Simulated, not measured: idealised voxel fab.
The document below concerns the process module designated voxel wiring stack.
In the cross-section labelled cut, the width is 245 nm and each square cell is 5 nm.
How to read a cross-section here: the picture is a grid of square cells, written as bands going from the top down, and any band can span one or more rows of cells.
First you get the band's top height and its bottom height, in nm, and then the materials it's made of, left to right, with each width in nm. If you see a single material with "everywhere", that one covers the band edge to edge. "air" is empty space.
Heights are measured from 0, the level below which the as-received wafer is all one material; the lowest band has no bottom and continues downward, written as in "0 -> down".
Think of "30 to 40" as a width that walks from the first number to the second as you go down the band, top row to bottom row, taking equal-sized steps from row to row.
Given "nothing was modified" for a step, no cell of the cross-section differs between before and after that step.
Reported under the label "Closed internal cavities" are the empty spaces having no open way to the top and comprising 8 cells or more; the notation for each is width x height at distance, in which the distance is measured from the left edge and all three values are in nm.
On each step's line, the part that comes after the settings is the simulator's own comment on the step.
"overlay nm" on a masked step: distance the mask lay right of its planned place, negative for left.

This section lists the process steps that were planned
1. RECEIVE | material Si
2. CONFORMAL_DEP | material SiO2 | thk nm 15
3. CONFORMAL_DEP | material SiN | thk nm 5
4. DIRECTIONAL_DEP | material SiO2 | thk nm 20
5. DIRECTIONAL_DEP | material aC | thk nm 15
6. PATTERN | tone open | mask id METAL_1 | material resist | width nm 20 | pitch nm 45 | thk nm 30 | overlay nm 0
7. DIRECTIONAL_ETCH | etch materials aC | depth nm 15
8. STRIP | etch materials resist
9. DIRECTIONAL_ETCH | etch materials SiO2 | depth nm 20
10. DIRECTIONAL_ETCH | etch materials SiN | depth nm 5
11. STRIP | etch materials aC
12. CONFORMAL_DEP | material TiN | thk nm 5
13. FILL_DEP | material W | thk nm 10
14. CMP | height nm 40
15. EPI | material Ru | thk nm 5
16. FILL_DEP | material SiCN | thk nm 5
17. DIRECTIONAL_DEP | material lowk | thk nm 30
18. PATTERN | tone open | mask id METAL_2 | material resist | width nm 20 | pitch nm 45 | thk nm 15 | overlay nm 0
19. DIRECTIONAL_ETCH | etch materials lowk | depth nm 15
20. STRIP | etch materials resist
21. DIRECTIONAL_DEP | material aC | thk nm 10
22. PATTERN | tone open | mask id METAL_2_HOLES | material resist | width nm 15 | pitch nm 45 | thk nm 30 | overlay nm 0
23. DIRECTIONAL_ETCH | etch materials aC | depth nm 10
24. STRIP | etch materials resist
25. DIRECTIONAL_ETCH | etch materials lowk | depth nm 15
26. DIRECTIONAL_ETCH | etch materials SiCN | depth nm 5
27. STRIP | etch materials aC
28. CONFORMAL_DEP | material TiN | thk nm 5
29. FILL_DEP | material Ru | thk nm 5
30. CMP | height nm 80
31. CONFORMAL_DEP | material SiCN | thk nm 5
32. DIRECTIONAL_DEP | material lowk | thk nm 30
33. MASKED_ETCH | tone open | mask id METAL_3_HOLES | width nm 15 | pitch nm 45 | etch materials lowk | depth nm 30 | overlay nm 0
34. MASKED_ETCH | tone open | mask id METAL_3 | width nm 20 | pitch nm 45 | etch materials lowk | depth nm 15 | overlay nm 0
35. MASKED_ETCH | tone open | mask id METAL_3 | width nm 20 | pitch nm 45 | etch materials SiCN | depth nm 5 | overlay nm 0
36. CONFORMAL_DEP | material TiN | thk nm 5
37. FILL_DEP | material Ru | thk nm 10
38. CMP | height nm 115
39. CONFORMAL_DEP | material SiCN | thk nm 5
40. DIRECTIONAL_DEP | material SiO2 | thk nm 35
41. DIRECTIONAL_DEP | material aC | thk nm 10
42. PATTERN | tone open | mask id METAL_4 | material resist | width nm 20 | pitch nm 45 | thk nm 25 | overlay nm 0
43. DIRECTIONAL_ETCH | etch materials aC | depth nm 10
44. STRIP | etch materials resist
45. DIRECTIONAL_ETCH | etch materials SiO2 | depth nm 20
46. STRIP | etch materials aC
47. MASKED_ETCH | tone open | mask id METAL_4_HOLES | width nm 15 | pitch nm 45 | etch materials SiO2 | depth nm 15 | overlay nm 0
48. MASKED_ETCH | tone open | mask id METAL_4_HOLES | width nm 15 | pitch nm 45 | etch materials SiCN | depth nm 5 | overlay nm 0
49. CONFORMAL_DEP | material TiN | thk nm 5
50. FILL_DEP | material Cu | thk nm 5
51. CMP | height nm 155
52. CONFORMAL_DEP | material SiN | thk nm 5

This is the cross-section of the wafer as we received it, i.e. after step 1
	0 -> down: Si everywhere
	Closed internal cavities: none

Sectioned view, first of two wafers, at the close of the module, processed as intended in the plan
	160 -> 155: SiN everywhere
	155 -> 140: SiO2 45 nm; TiN 5 nm; Cu 10 nm; TiN 5 nm; SiO2 25 nm; TiN 5 nm; Cu 10 nm; TiN 5 nm; SiO2 25 nm; TiN 5 nm; Cu 10 nm; TiN 5 nm; SiO2 25 nm; TiN 5 nm; Cu 10 nm; TiN 5 nm; SiO2 45 nm
	140 -> 135: SiO2 45 nm; TiN 5 nm; Cu 5 nm; TiN 10 nm; SiO2 25 nm; TiN 5 nm; Cu 5 nm; TiN 10 nm; SiO2 25 nm; TiN 5 nm; Cu 5 nm; TiN 10 nm; SiO2 25 nm; TiN 5 nm; Cu 5 nm; TiN 10 nm; SiO2 45 nm
	135 -> 120: SiO2 45 nm; TiN 5 nm; Cu 5 nm; TiN 5 nm; SiO2 30 nm; TiN 5 nm; Cu 5 nm; TiN 5 nm; SiO2 30 nm; TiN 5 nm; Cu 5 nm; TiN 5 nm; SiO2 30 nm; TiN 5 nm; Cu 5 nm; TiN 5 nm; SiO2 50 nm
	120 -> 115: SiCN 45 nm; TiN 15 nm; SiCN 30 nm; TiN 15 nm; SiCN 30 nm; TiN 15 nm; SiCN 30 nm; TiN 15 nm; SiCN 50 nm
	115 -> 105: lowk 45 nm; TiN 5 nm; Ru 10 nm; TiN 5 nm; lowk 25 nm; TiN 5 nm; Ru 10 nm; TiN 5 nm; lowk 25 nm; TiN 5 nm; Ru 10 nm; TiN 5 nm; lowk 25 nm; TiN 5 nm; Ru 10 nm; TiN 5 nm; lowk 45 nm
	105 -> 100: lowk 45 nm; TiN 5 nm; Ru 5 nm; TiN 10 nm; lowk 25 nm; TiN 5 nm; Ru 5 nm; TiN 10 nm; lowk 25 nm; TiN 5 nm; Ru 5 nm; TiN 10 nm; lowk 25 nm; TiN 5 nm; Ru 5 nm; TiN 10 nm; lowk 45 nm
	100 -> 85: lowk 45 nm; TiN 5 nm; Ru 5 nm; TiN 5 nm; lowk 30 nm; TiN 5 nm; Ru 5 nm; TiN 5 nm; lowk 30 nm; TiN 5 nm; Ru 5 nm; TiN 5 nm; lowk 30 nm; TiN 5 nm; Ru 5 nm; TiN 5 nm; lowk 50 nm
	85 -> 80: SiCN 45 nm; TiN 15 nm; SiCN 30 nm; TiN 15 nm; SiCN 30 nm; TiN 15 nm; SiCN 30 nm; TiN 15 nm; SiCN 50 nm
	80 -> 70: lowk 45 nm; TiN 5 nm; Ru 10 nm; TiN 5 nm; lowk 25 nm; TiN 5 nm; Ru 10 nm; TiN 5 nm; lowk 25 nm; TiN 5 nm; Ru 10 nm; TiN 5 nm; lowk 25 nm; TiN 5 nm; Ru 10 nm; TiN 5 nm; lowk 45 nm
	70 -> 65: lowk 45 nm; TiN 5 nm; Ru 5 nm; TiN 10 nm; lowk 25 nm; TiN 5 nm; Ru 5 nm; TiN 10 nm; lowk 25 nm; TiN 5 nm; Ru 5 nm; TiN 10 nm; lowk 25 nm; TiN 5 nm; Ru 5 nm; TiN 10 nm; lowk 45 nm
	65 -> 50: lowk 45 nm; TiN 5 nm; Ru 5 nm; TiN 5 nm; lowk 30 nm; TiN 5 nm; Ru 5 nm; TiN 5 nm; lowk 30 nm; TiN 5 nm; Ru 5 nm; TiN 5 nm; lowk 30 nm; TiN 5 nm; Ru 5 nm; TiN 5 nm; lowk 50 nm
	50 -> 45: SiCN 45 nm; TiN 15 nm; SiCN 30 nm; TiN 15 nm; SiCN 30 nm; TiN 15 nm; SiCN 30 nm; TiN 15 nm; SiCN 50 nm
	45 -> 40: SiCN 40 nm; Ru 30 nm; SiCN 15 nm; Ru 30 nm; SiCN 15 nm; Ru 30 nm; SiCN 15 nm; Ru 30 nm; SiCN 40 nm
	40 -> 20: SiO2 45 nm; TiN 5 nm; W 10 nm; TiN 5 nm; SiO2 25 nm; TiN 5 nm; W 10 nm; TiN 5 nm; SiO2 25 nm; TiN 5 nm; W 10 nm; TiN 5 nm; SiO2 25 nm; TiN 5 nm; W 10 nm; TiN 5 nm; SiO2 45 nm
	20 -> 15: SiN 45 nm; TiN 20 nm; SiN 25 nm; TiN 20 nm; SiN 25 nm; TiN 20 nm; SiN 25 nm; TiN 20 nm; SiN 45 nm
	15 -> 0: SiO2 everywhere
	0 -> down: Si everywhere
	Closed internal cavities: none

Wafer two, sectioned after the module: the first wafer's start, the first wafer's plan, and one mistake in how it was run
	160 -> 155: SiN everywhere
	155 -> 140: SiO2 45 nm; TiN 5 nm; Cu 10 nm; TiN 5 nm; SiO2 25 nm; TiN 5 nm; Cu 10 nm; TiN 5 nm; SiO2 25 nm; TiN 5 nm; Cu 10 nm; TiN 5 nm; SiO2 25 nm; TiN 5 nm; Cu 10 nm; TiN 5 nm; SiO2 45 nm
	140 -> 135: SiO2 45 nm; TiN 5 nm; Cu 5 nm; TiN 10 nm; SiO2 25 nm; TiN 5 nm; Cu 5 nm; TiN 10 nm; SiO2 25 nm; TiN 5 nm; Cu 5 nm; TiN 10 nm; SiO2 25 nm; TiN 5 nm; Cu 5 nm; TiN 10 nm; SiO2 45 nm
	135 -> 120: SiO2 45 nm; TiN 5 nm; Cu 5 nm; TiN 5 nm; SiO2 30 nm; TiN 5 nm; Cu 5 nm; TiN 5 nm; SiO2 30 nm; TiN 5 nm; Cu 5 nm; TiN 5 nm; SiO2 30 nm; TiN 5 nm; Cu 5 nm; TiN 5 nm; SiO2 50 nm
	120 -> 115: SiCN 45 nm; TiN 15 nm; SiCN 30 nm; TiN 15 nm; SiCN 30 nm; TiN 15 nm; SiCN 30 nm; TiN 15 nm; SiCN 50 nm
	115 -> 105: lowk 45 nm; TiN 5 nm; Ru 10 nm; TiN 5 nm; lowk 25 nm; TiN 5 nm; Ru 10 nm; TiN 5 nm; lowk 25 nm; TiN 5 nm; Ru 10 nm; TiN 5 nm; lowk 25 nm; TiN 5 nm; Ru 10 nm; TiN 5 nm; lowk 45 nm
	105 -> 100: lowk 45 nm; TiN 5 nm; Ru 5 nm; TiN 10 nm; lowk 25 nm; TiN 5 nm; Ru 5 nm; TiN 10 nm; lowk 25 nm; TiN 5 nm; Ru 5 nm; TiN 10 nm; lowk 25 nm; TiN 5 nm; Ru 5 nm; TiN 10 nm; lowk 45 nm
	100 -> 85: lowk 45 nm; TiN 5 nm; Ru 5 nm; TiN 5 nm; lowk 30 nm; TiN 5 nm; Ru 5 nm; TiN 5 nm; lowk 30 nm; TiN 5 nm; Ru 5 nm; TiN 5 nm; lowk 30 nm; TiN 5 nm; Ru 5 nm; TiN 5 nm; lowk 50 nm
	85 -> 75: SiCN 45 nm; TiN 15 nm; SiCN 30 nm; TiN 15 nm; SiCN 30 nm; TiN 15 nm; SiCN 30 nm; TiN 15 nm; SiCN 50 nm
	75 -> 70: SiCN 40 nm; lowk 30 nm; SiCN 15 nm; lowk 30 nm; SiCN 15 nm; lowk 30 nm; SiCN 15 nm; lowk 30 nm; SiCN 40 nm
	70 -> 45: lowk everywhere
	45 -> 40: lowk 40 nm; Ru 30 nm; lowk 15 nm; Ru 30 nm; lowk 15 nm; Ru 30 nm; lowk 15 nm; Ru 30 nm; lowk 40 nm
	40 -> 20: SiO2 45 nm; TiN 5 nm; W 10 nm; TiN 5 nm; SiO2 25 nm; TiN 5 nm; W 10 nm; TiN 5 nm; SiO2 25 nm; TiN 5 nm; W 10 nm; TiN 5 nm; SiO2 25 nm; TiN 5 nm; W 10 nm; TiN 5 nm; SiO2 45 nm
	20 -> 15: SiN 45 nm; TiN 20 nm; SiN 25 nm; TiN 20 nm; SiN 25 nm; TiN 20 nm; SiN 25 nm; TiN 20 nm; SiN 45 nm
	15 -> 0: SiO2 everywhere
	0 -> down: Si everywhere
	Closed internal cavities: none
Processing error: sequence error: steps 16 and 17 interchanged
Counted in cells at the end, the second wafer holds more or fewer of these materials than the first: -32 Ru, -52 TiN, +84 lowk
